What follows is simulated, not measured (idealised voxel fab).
Process module heading - voxel double patterning
Xsec cut, 190 nm wide, square cell size 5 nm.
Cross-section layout: square cells on a grid; listed as bands, top to bottom; a band spans one or more cell rows. Band: top height; bottom height; in nm. Then, left to right: material with width in nm, for each material. "all across": a single material spanning edge to edge. "blank": empty space. Heights are expressed relative to 0, this being the level below which the as-received wafer comprises one material exclusively. The lowest band is unbounded in the downward direction and is denoted as in "0 down". Read "30->40" as a graded width: first number on top, second number at the bottom, same change between each pair of neighbouring rows. Key: "remained unchanged" - step with no changed cell in the cross-section. "Tabulated closed voids" specifies each empty space that is not open to the top and that occupies no fewer than 8 cells, using the form width x height at distance, the distance measured from the left edge and all three quantities in nm. Where a step's line continues beyond its settings, the continuation is a remark by the simulator itself on that step. overlay nm: mask offset rightward from planned place, masked step; negative means leftward offset.

**Steps in the process plan**
1,RECEIVE | material Si
2,CONFORMAL_DEP | material SiO2 | thk nm 10
3,DIRECTIONAL_DEP | material polySi | thk nm 15
4,DIRECTIONAL_DEP | material SiN | thk nm 5
5,DIRECTIONAL_DEP | material aC | thk nm 10
6,PATTERN | tone open | mask id FIRST | material resist | width nm 15 | pitch nm 50 | thk nm 30 | overlay nm 0
7,DIRECTIONAL_ETCH | etch materials aC | depth nm 10
8,STRIP | etch materials resist
9,DIRECTIONAL_ETCH | etch materials SiN | depth nm 5
10,STRIP | etch materials aC
11,MASKED_ETCH | tone open | mask id SECOND | width nm 15 | pitch nm 50 | etch materials SiN | depth nm 5 | overlay nm 0
12,DIRECTIONAL_ETCH | etch materials polySi | depth nm 15
13,STRIP | etch materials SiN

**First wafer of two (run as planned)**

**Cross-section, incoming material, after step 1**
- 0 down | Si all across
- Tabulated closed voids: none

**Step 2 complete: cross-section through the wafer**
- 10 to 0 | SiO2 all across
- All layers under 0 are left as they were.

**Step 3 complete: cross-section through the wafer**
- 25 to 10 | polySi all across
- All layers under 10 are left as they were.

**Step 4 complete: cross-section through the wafer**
- 30 to 25 | SiN all across
- All layers under 25 are left as they were.

**Step 5 complete: cross-section through the wafer**
- 40 to 30 | aC all across
- All layers under 30 are left as they were.

**Step 6 complete: cross-section through the wafer**
- 70 to 40 | 35 nm resist, 15 nm blank, 35 nm resist, 15 nm blank, 35 nm resist, 15 nm blank, 40 nm resist
- All layers under 40 are left as they were.

**Step 7 complete: cross-section through the wafer**
- 60 to 40 | 35 nm resist, 15 nm blank, 35 nm resist, 15 nm blank, 35 nm resist, 15 nm blank, 40 nm resist
- 40 to 30 | 35 nm aC, 15 nm blank, 35 nm aC, 15 nm blank, 35 nm aC, 15 nm blank, 40 nm aC
- All layers under 30 are left as they were.

**Step 8 complete: cross-section through the wafer**
- 40 to 30 | 35 nm aC, 15 nm blank, 35 nm aC, 15 nm blank, 35 nm aC, 15 nm blank, 40 nm aC
- All layers under 30 are left as they were.

**Step 9 complete: cross-section through the wafer**
- 40 to 30 | 35 nm aC, 15 nm blank, 35 nm aC, 15 nm blank, 35 nm aC, 15 nm blank, 40 nm aC
- 30 to 25 | 35 nm SiN, 15 nm blank, 35 nm SiN, 15 nm blank, 35 nm SiN, 15 nm blank, 40 nm SiN
- All layers under 25 are left as they were.

**Step 10 complete: cross-section through the wafer**
- 30 to 25 | 35 nm SiN, 15 nm blank, 35 nm SiN, 15 nm blank, 35 nm SiN, 15 nm blank, 40 nm SiN
- All layers under 25 are left as they were.

**Step 11 complete: cross-section through the wafer**
- 30 to 25 | 35 nm SiN, 15 nm blank, 10 nm SiN, 15 nm blank, 10 nm SiN, 15 nm blank, 10 nm SiN, 15 nm blank, 10 nm SiN, 15 nm blank, 40 nm SiN
- All layers under 25 are left as they were.

**Step 12 complete: cross-section through the wafer**
- 30 to 25 | 35 nm SiN, 15 nm blank, 10 nm SiN, 15 nm blank, 10 nm SiN, 15 nm blank, 10 nm SiN, 15 nm blank, 10 nm SiN, 15 nm blank, 40 nm SiN
- 25 to 10 | 35 nm polySi, 15 nm blank, 10 nm polySi, 15 nm blank, 10 nm polySi, 15 nm blank, 10 nm polySi, 15 nm blank, 10 nm polySi, 15 nm blank, 40 nm polySi
- All layers under 10 are left as they were.

**Step 13 complete: cross-section through the wafer**
- 25 to 10 | 35 nm polySi, 15 nm blank, 10 nm polySi, 15 nm blank, 10 nm polySi, 15 nm blank, 10 nm polySi, 15 nm blank, 10 nm polySi, 15 nm blank, 40 nm polySi
- All layers under 10 are left as they were.

**The second wafer began exactly as the first did and followed the same plan, but one mistake was made while running it; through step 10 inclusive, the two wafers are identical**

**Second wafer, cut view, end of step 11 per plan**
- 30 to 25 | 60 nm blank, 15 nm SiN, 35 nm blank, 15 nm SiN, 65 nm blank
- All layers under 25 are left as they were.

**Second wafer, cut view, end of step 12 per plan**
- 30 to 25 | 60 nm blank, 15 nm SiN, 35 nm blank, 15 nm SiN, 65 nm blank
- 25 to 10 | 60 nm blank, 15 nm polySi, 35 nm blank, 15 nm polySi, 65 nm blank
- All layers under 10 are left as they were.

**Second wafer, cut view, end of step 13 per plan**
- 25 to 10 | 60 nm blank, 15 nm polySi, 35 nm blank, 15 nm polySi, 65 nm blank
- All layers under 10 are left as they were.
Diagnosis: step 11 ran as: MASKED_ETCH | tone cover | mask id SECOND | width nm 15 | pitch nm 50 | etch materials SiN | depth nm 5 | overlay nm 0
In the final state, the cell counts of the second wafer exceed or fall short of those of the first for the following materials: polySi: 51 fewer
